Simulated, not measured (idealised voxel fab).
Presented below is a process module, voxel capacitor over wiring.
The cross-section on display is named cut; it measures 145 nm wide, and its cells are 5 nm squares.
Heads up, the way a cross-section reads in here is a grid of square cells, handed over as bands from the top down, with every band being one or more rows of cells.
Look at the band entry: it leads with the top's height and the bottom's height in nm. Then it lists the materials left to right, with a width in nm for each. The word "everywhere" on a single material says that material fills the band edge to edge. The word "air" is empty space.
Convention: height 0 is the level below which the wafer, as received, is all one material. The lowest band does not terminate at the bottom but continues downward, represented as "from 0 down".
A width given as "30..40" starts at the first number in the band's top row and ends at the second number in its bottom row, shifting by an equal amount at every step from row to row.
Reading "left unchanged" for a step: not a cell of the cross-section changed in it.
You'll see "Closed void catalog" listing empty spaces that have no way open to the top, as long as they're 8 cells or more; the notation is width x height at distance, where the distance is from the left edge, and all of it is in nm.
Where a step's line continues beyond its settings, the continuation is a remark by the simulator itself on that step.
"overlay nm", when on a step's line for a step with a mask, measures how far to the right of its planned place the mask lay; a negative measure means to the left.
Process steps - plan
1,RECEIVE with material Si
2,CONFORMAL_DEP with material SiO2, thk nm 10
3,CONFORMAL_DEP with material SiN, thk nm 5
4,DIRECTIONAL_DEP with material SiO2, thk nm 15
5,MASKED_ETCH with tone open, mask id METAL_1, width nm 20, pitch nm 85, etch materials SiO2, depth nm 15, overlay nm 0
6,MASKED_ETCH with tone open, mask id METAL_1, width nm 20, pitch nm 85, etch materials SiN, depth nm 5, overlay nm 0
7,CONFORMAL_DEP with material TiN, thk nm 5
8,FILL_DEP with material W, thk nm 10
9,CMP with height nm 30
10,CONFORMAL_DEP with material SiCN, thk nm 5
11,DIRECTIONAL_DEP with material SiO2, thk nm 20
12,DIRECTIONAL_DEP with material aC, thk nm 10
13,PATTERN with tone open, mask id PLUG_1, material resist, width nm 15, thk nm 25, overlay nm 0
14,DIRECTIONAL_ETCH with etch materials aC, depth nm 10
15,STRIP with etch materials resist
16,DIRECTIONAL_ETCH with etch materials SiO2, depth nm 20
17,DIRECTIONAL_ETCH with etch materials SiCN, depth nm 5
18,STRIP with etch materials aC
19,EPI with material Ru, thk nm 10
20,EPI with material Ru, thk nm 10
21,EPI with material Ru, thk nm 5
22,DIRECTIONAL_DEP with material TiN, thk nm 5
23,DIRECTIONAL_DEP with material SiN, thk nm 5
24,DIRECTIONAL_DEP with material TiN, thk nm 10
25,MASKED_ETCH with tone cover, mask id UPPER_PLATE, width nm 70, etch materials TiN, depth nm 10, overlay nm 0
26,MASKED_ETCH with tone cover, mask id UPPER_PLATE, width nm 70, etch materials SiN, depth nm 5, overlay nm 0
27,DIRECTIONAL_DEP with material aC, thk nm 15
28,PATTERN with tone cover, mask id LOWER_PLATE, material resist, width nm 80, thk nm 35, overlay nm 0
29,DIRECTIONAL_ETCH with etch materials aC, depth nm 15
30,STRIP with etch materials resist
31,DIRECTIONAL_ETCH with etch materials TiN, depth nm 5
32,STRIP with etch materials aC
33,FILL_DEP with material SiO2, thk nm 15
34,CMP with height nm 85
35,MASKED_ETCH with tone open, mask id PLUG_2, width nm 15, etch materials SiO2, depth nm 10, overlay nm 0
36,CONFORMAL_DEP with material TiN, thk nm 5
37,FILL_DEP with material Cu, thk nm 5
38,CMP with height nm 85
39,CONFORMAL_DEP with material SiCN, thk nm 5
This is the cross-section of the wafer as we received it, i.e. after step 1
* from 0 down  Si everywhere
* Closed void catalog: none
Here's the cross-section of the first of our two wafers at the end of the module - it ran as planned
* from 90 to 85  SiCN everywhere
* from 85 to 80  SiO2 (35), TiN (5), Cu (5), TiN (5), SiO2 (95)
* from 80 to 75  SiO2 (35), TiN (15), SiO2 (95)
* from 75 to 65  SiO2 (25), TiN (70), SiO2 (50)
* from 65 to 60  SiO2 (25), SiN (70), SiO2 (50)
* from 60 to 55  SiO2 (20), TiN (80), SiO2 (45)
* from 55 to 35  SiO2 (25), Ru (15), SiO2 (105)
* from 35 to 30  SiCN (25), Ru (15), SiCN (105)
* from 30 to 15  SiO2 (20), TiN (5), W (10), TiN (5), SiO2 (65), TiN (5), W (10), TiN (5), SiO2 (20)
* from 15 to 10  SiN (20), TiN (20), SiN (65), TiN (20), SiN (20)
* from 10 to 0  SiO2 everywhere
* from 0 down  Si everywhere
* Closed void catalog: none
Same start, same plan as the first wafer - but one mistake in the run. Cross-section of the second of the two at the end of the module
* from 90 to 85  SiCN everywhere
* from 85 to 80  SiO2 (35), TiN (15), SiO2 (95)
* from 80 to 75  SiO2 (25), TiN (5), SiO2 (5), TiN (60), SiO2 (50)
* from 75 to 70  SiO2 (25), TiN (70), SiO2 (50)
* from 70 to 65  SiO2 (25), SiN (5), TiN (5), SiN (60), SiO2 (50)
* from 65 to 60  Ru (30), SiN (5), Ru (110)
* from 60 to 55  TiN (25), Ru (15), TiN (105)
* from 55 to 50  SiO2 (25), TiN (15), SiO2 (105)
* from 50 to 35  SiO2 (25), Ru (15), SiO2 (105)
* from 35 to 30  SiCN (25), Ru (15), SiCN (105)
* from 30 to 15  SiO2 (20), TiN (5), W (10), TiN (5), SiO2 (65), TiN (5), W (10), TiN (5), SiO2 (20)
* from 15 to 10  SiN (20), TiN (20), SiN (65), TiN (20), SiN (20)
* from 10 to 0  SiO2 everywhere
* from 0 down  Si everywhere
* Closed void catalog: none
Error vs. plan: it was found that steps 21 and 22 of the process plan had been performed in exchanged positions
At the finish, the second wafer shows more or fewer cells for some materials than the first does: -1 Cu, +28 Ru, -38 SiO2, +11 TiN
